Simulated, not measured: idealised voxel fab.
A process module follows: voxel lift off.
The width of the displayed cross-section, cut, is 250 nm; its cells are square, with a size of 5 nm.
Think of the cross-section as a grid of square cells. We describe it in bands, top to bottom, and each band covers one or more rows of those cells. Top height, bottom height, nm. Materials left to right, width each, nm. Single material + "full width" = fills band edge to edge. "air" = empty. Heights are expressed relative to 0, this being the level below which the as-received wafer comprises one material exclusively. The lowest band is unbounded in the downward direction and is denoted as in "z 0 and below". Quick explanation for "30->40": the width changes in equal steps down the rows of cells, from the first number in the band's top row to the second number in its bottom row. A step reported as "same as before" is a step in which no cell of the cross-section changed. "Closed void listing" contains a list of empty spaces, each no smaller than 8 cells and without an open way to the top, written in the form width x height at distance with the distance from the left edge and all three in nm. Whatever follows a step's settings on its line is a remark the simulator itself makes about that step. overlay nm: mask offset rightward from planned place, masked step; negative means leftward offset.

[Planned process steps]
| 1 | RECEIVE,material Si |
| 2 | CONFORMAL_DEP,material SiO2,thk nm 15 |
| 3 | PATTERN,tone open,mask id LINES,material resist,width nm 30,pitch nm 55,thk nm 30,overlay nm 0 |
| 4 | DIRECTIONAL_DEP,material Ru,thk nm 15 |
| 5 | STRIP,etch materials resist |
| 6 | CONFORMAL_DEP,material SiO2,thk nm 10 |

[Cross-sectional view of the wafer in its as-received condition, corresponding to the state after step 1]
	z 0 and below | Si full width
	Closed void listing: none

[Cross-sectional image of the first of two wafers at the end of the module, the run having proceeded as planned]
	z 40 to 30 | air 70 nm  SiO2 50 nm  air 5 nm  SiO2 50 nm  air 75 nm
	z 30 to 25 | air 70 nm  SiO2 10 nm  Ru 30 nm  SiO2 10 nm  air 5 nm  SiO2 10 nm  Ru 30 nm  SiO2 10 nm  air 75 nm
	z 25 to 15 | SiO2 80 nm  Ru 30 nm  SiO2 25 nm  Ru 30 nm  SiO2 85 nm
	z 15 to 0 | SiO2 full width
	z 0 and below | Si full width
	Closed void listing: none

[Second wafer of the two, sectioned at the end of the module. It began like the first and followed the same plan, but one mistake was made while running it]
	z 40 to 30 | air 75 nm  SiO2 45 nm  air 10 nm  SiO2 45 nm  air 75 nm
	z 30 to 25 | air 75 nm  SiO2 10 nm  Ru 25 nm  SiO2 10 nm  air 10 nm  SiO2 10 nm  Ru 25 nm  SiO2 10 nm  air 75 nm
	z 25 to 15 | SiO2 85 nm  Ru 25 nm  SiO2 30 nm  Ru 25 nm  SiO2 85 nm
	z 15 to 0 | SiO2 full width
	z 0 and below | Si full width
	Closed void listing: none
Error vs. plan: step 3 did not happen as planned, as run it was PATTERN,tone open,mask id LINES,material resist,width nm 25,pitch nm 55,thk nm 30,overlay nm 0
FYI, end of process, the second wafer has more or fewer cells of some materials than the first: Ru -6
